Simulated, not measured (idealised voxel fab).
The name of this process module is voxel transistor to metal.
For reference, the cross-section in this document is cut, with width 140 nm and square cells of 5 nm.
Square cells in a grid make up a cross-section in this document, and the grid is given as bands, listed from the top down, each one or more rows of cells.
Look at the band entry: it leads with the top's height and the bottom's height in nm. Then it lists the materials left to right, with a width in nm for each. The word "throughout" on a single material says that material fills the band edge to edge. The word "empty" is empty space.
The reference from which all heights are counted is 0, the level beneath which the as-received wafer is entirely one material; the lowest band, having no lower bound, proceeds downward and is written after the example "0..down".
The notation "30 to 40" denotes a width that varies across the rows of cells in the band, beginning at the first number in the top row, finishing at the second number in the bottom row, and changing by an identical amount from each row to the next.
The cross-section has no changed cell in any step marked "nothing got changed".
Empty spaces counting at least 8 cells and having no open way to the top are listed in "Closed-off voids". The notation width x height at distance is used for each, the distance being from the left edge and all three values in nm.
Read whatever lies past the settings on a step's line as the simulator's own remark about the step.
Regarding "overlay nm": on a step with a mask, it is the distance the mask lay to the right of its planned place; a negative value places it to the left.

**plan**
1: RECEIVE: material Si
2: CONFORMAL_DEP: material SiO2, thk nm 5
3: CONFORMAL_DEP: material SiN, thk nm 10
4: PATTERN: tone cover, mask id ACTIVE, material resist, width nm 100, thk nm 15, overlay nm 0
5: DIRECTIONAL_ETCH: etch materials SiN, depth nm 10
6: DIRECTIONAL_ETCH: etch materials SiO2, depth nm 5
7: DIRECTIONAL_ETCH: etch materials Si, depth nm 35
8: STRIP: etch materials resist
9: FILL_DEP: material SiO2, thk nm 10
10: CMP: height nm 15
11: SELECTIVE_ETCH: etch materials SiO2, depth nm 5
12: STRIP: etch materials SiN
13: SELECTIVE_ETCH: etch materials SiO2, depth nm 5
14: OXIDIZE: depth nm 5
15: DIRECTIONAL_DEP: material polySi, thk nm 20
16: DIRECTIONAL_DEP: material SiCN, thk nm 10
17: PATTERN: tone cover, mask id GATE, material resist, width nm 30, thk nm 20, overlay nm 0
18: DIRECTIONAL_ETCH: etch materials SiCN, depth nm 20
19: DIRECTIONAL_ETCH: etch materials polySi, depth nm 30
20: STRIP: etch materials resist
21: CONFORMAL_DEP: material SiO2, thk nm 5
22: DIRECTIONAL_ETCH: etch materials SiO2, depth nm 5
23: CONFORMAL_DEP: material SiN, thk nm 10
24: DIRECTIONAL_ETCH: etch materials SiN, depth nm 10
25: DIRECTIONAL_ETCH: etch materials SiO2, depth nm 5
26: DIRECTIONAL_ETCH: etch materials Si, depth nm 15
27: EPI: material nSi, thk nm 15
28: FILL_DEP: material SiO2, thk nm 10
29: CMP: height nm 20
30: STRIP: etch materials polySi
31: SELECTIVE_ETCH: etch materials SiO2, depth nm 5
32: CONFORMAL_DEP: material HfO2, thk nm 5
33: CONFORMAL_DEP: material TiN, thk nm 5
34: FILL_DEP: material W, thk nm 10
35: CMP: height nm 15
36: DIRECTIONAL_DEP: material SiO2, thk nm 10
37: MASKED_ETCH: tone open, mask id CONTACT, width nm 15, pitch nm 75, etch materials SiO2, depth nm 15, overlay nm 0
38: CONFORMAL_DEP: material TiN, thk nm 5
39: FILL_DEP: material Ru, thk nm 10
40: CMP: height nm 25
41: DIRECTIONAL_DEP: material TiN, thk nm 5
42: DIRECTIONAL_DEP: material Ru, thk nm 25
43: MASKED_ETCH: tone cover, mask id METAL_1, width nm 15, pitch nm 75, etch materials Ru, depth nm 25, overlay nm 0
44: MASKED_ETCH: tone cover, mask id METAL_1, width nm 15, pitch nm 75, etch materials TiN, depth nm 5, overlay nm 0
45: FILL_DEP: material lowk, thk nm 5
46: CMP: height nm 55
47: CONFORMAL_DEP: material SiCN, thk nm 5
48: DIRECTIONAL_DEP: material SiO2, thk nm 30
49: DIRECTIONAL_DEP: material aC, thk nm 15
50: PATTERN: tone open, mask id METAL_2, material resist, width nm 15, pitch nm 75, thk nm 35, overlay nm 0
51: DIRECTIONAL_ETCH: etch materials aC, depth nm 15
52: STRIP: etch materials resist
53: DIRECTIONAL_ETCH: etch materials SiO2, depth nm 15
54: STRIP: etch materials aC
55: PATTERN: tone open, mask id METAL_2_HOLES, material resist, width nm 15, pitch nm 75, thk nm 20, overlay nm 0
56: DIRECTIONAL_ETCH: etch materials SiO2, depth nm 15
57: DIRECTIONAL_ETCH: etch materials SiCN, depth nm 5
58: STRIP: etch materials resist
59: CONFORMAL_DEP: material TiN, thk nm 5
60: FILL_DEP: material Cu, thk nm 5
61: CMP: height nm 90
62: CONFORMAL_DEP: material SiN, thk nm 5

**Step 1 complete: cross-section of the wafer as received**
> 0..down  Si throughout
> Closed-off voids: none

**Starting structure and process plan are as shown above, but one mistake was made in running the module; the wafer cross-section at the end of the module follows**
> 95..90  SiN throughout
> 90..60  SiO2 (25), TiN (5), Cu (5), TiN (5), SiO2 (60), TiN (5), Cu (5), TiN (5), SiO2 (25)
> 60..55  SiCN (25), TiN (15), SiCN (60), TiN (15), SiCN (25)
> 55..35  lowk (25), Ru (15), lowk (60), Ru (15), lowk (25)
> 35..30  lowk (25), TiN (15), lowk (60), TiN (15), lowk (25)
> 30..25  TiN (30), Ru (5), TiN (70), Ru (5), TiN (30)
> 25..15  SiO2 (25), TiN (5), Ru (5), TiN (5), SiO2 (60), TiN (5), Ru (5), TiN (5), SiO2 (25)
> 15..10  SiO2 (25), TiN (15), SiN (10), HfO2 (5), TiN (5), W (20), TiN (5), HfO2 (5), SiN (10), TiN (15), SiO2 (25)
> 10..5  SiO2 (25), nSi (15), SiN (10), HfO2 (5), TiN (5), W (20), TiN (5), HfO2 (5), SiN (10), nSi (15), SiO2 (25)
> 5..0  SiO2 (20), SiN (10), nSi (10), SiN (10), HfO2 (5), TiN (30), HfO2 (5), SiN (10), nSi (10), SiN (10), SiO2 (20)
> 0..-5  SiO2 (30), nSi (10), SiO2 (10), HfO2 (40), SiO2 (10), nSi (10), SiO2 (30)
> -5..-20  SiO2 (20), Si (10), nSi (10), Si (60), nSi (10), Si (10), SiO2 (20)
> -20..-35  SiO2 (20), Si (100), SiO2 (20)
> -35..down  Si throughout
> Closed-off voids: none
In executing the process, a mistake was made relative to the plan: so step 40 ended up running with a different setting than we planned, it ran as CMP: height nm 30
